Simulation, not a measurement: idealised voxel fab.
The document below concerns the process module designated voxel released beams.
Section shown: cut. Width: 245 nm. Cell size: 5 nm, square.
Format of a cross-section: grid, square cells. Given as bands. Order: top down. Band: one or more rows of cells.
Top, bottom (nm), then materials left to right with widths (nm); lone material tagged "edge to edge" fills the whole band edge to edge; "air" = empty space.
Ref level 0: as-received wafer is one material below here. Bottom band extends down with no lower bound ("top 0, no bottom").
Width spec "30->40" -> top row of cells at first value, bottom row at second value, equal per-row change in between.
Where the words "nothing different" appear for a step, the cross-section shows no cell changed by that step; every cell remained as before.
If an empty space has no open way to the top and is at least 8 cells in size, "Sealed-off cavities" lists it, written width x height at distance, where distance is measured from the left edge and every value is in nm.
On each step's line, the part that comes after the settings is the simulator's own comment on the step.
A step line may carry the setting "overlay nm", which, for steps involving a mask, states the distance by which the mask lay to the right of its intended position; negative values denote displacement to the left.

**List of planned process steps**
1,RECEIVE [material Si]
2,CONFORMAL_DEP [material SiN] [thk nm 5]
3,DIRECTIONAL_DEP [material SiO2] [thk nm 20]
4,MASKED_ETCH [tone open] [mask id ANCHOR] [width nm 25] [etch materials SiO2] [depth nm 20] [overlay nm 0]
5,CONFORMAL_DEP [material TiN] [thk nm 10]
6,DIRECTIONAL_DEP [material aC] [thk nm 15]
7,PATTERN [tone cover] [mask id BEAM] [material resist] [width nm 100] [thk nm 30] [overlay nm 0]
8,DIRECTIONAL_ETCH [etch materials aC] [depth nm 15]
9,STRIP [etch materials resist]
10,DIRECTIONAL_ETCH [etch materials TiN] [depth nm 10]
11,STRIP [etch materials aC]
12,STRIP [etch materials SiO2]

**Received-state cross-section, reflecting completion of step 1**
    top 0, no bottom  Si edge to edge
    Sealed-off cavities: none

**first wafer at the end, as planned**
    top 35, bottom 25  air=70, then TiN=15, then air=5, then TiN=80, then air=75
    top 25, bottom 15  air=75, then TiN=10, then air=5, then TiN=10, then air=145
    top 15, bottom 5  air=75, then TiN=25, then air=145
    top 5, bottom 0  SiN edge to edge
    top 0, no bottom  Si edge to edge
    Sealed-off cavities: none

**End of module, second wafer, cross-section. Started like the first, planned like the first, run with one mistake**
    top 25, bottom 15  air=70, then TiN=15, then air=5, then TiN=80, then air=75
    top 15, bottom 5  air=75, then TiN=25, then air=145
    top 5, bottom 0  SiN edge to edge
    top 0, no bottom  Si edge to edge
    Sealed-off cavities: none
Where did the run depart from the plan? planned and actual differ for step 3; actual: DIRECTIONAL_DEP [material SiO2] [thk nm 10]
The second wafer ends with more or fewer cells of some materials than the first, per final count: -8 TiN
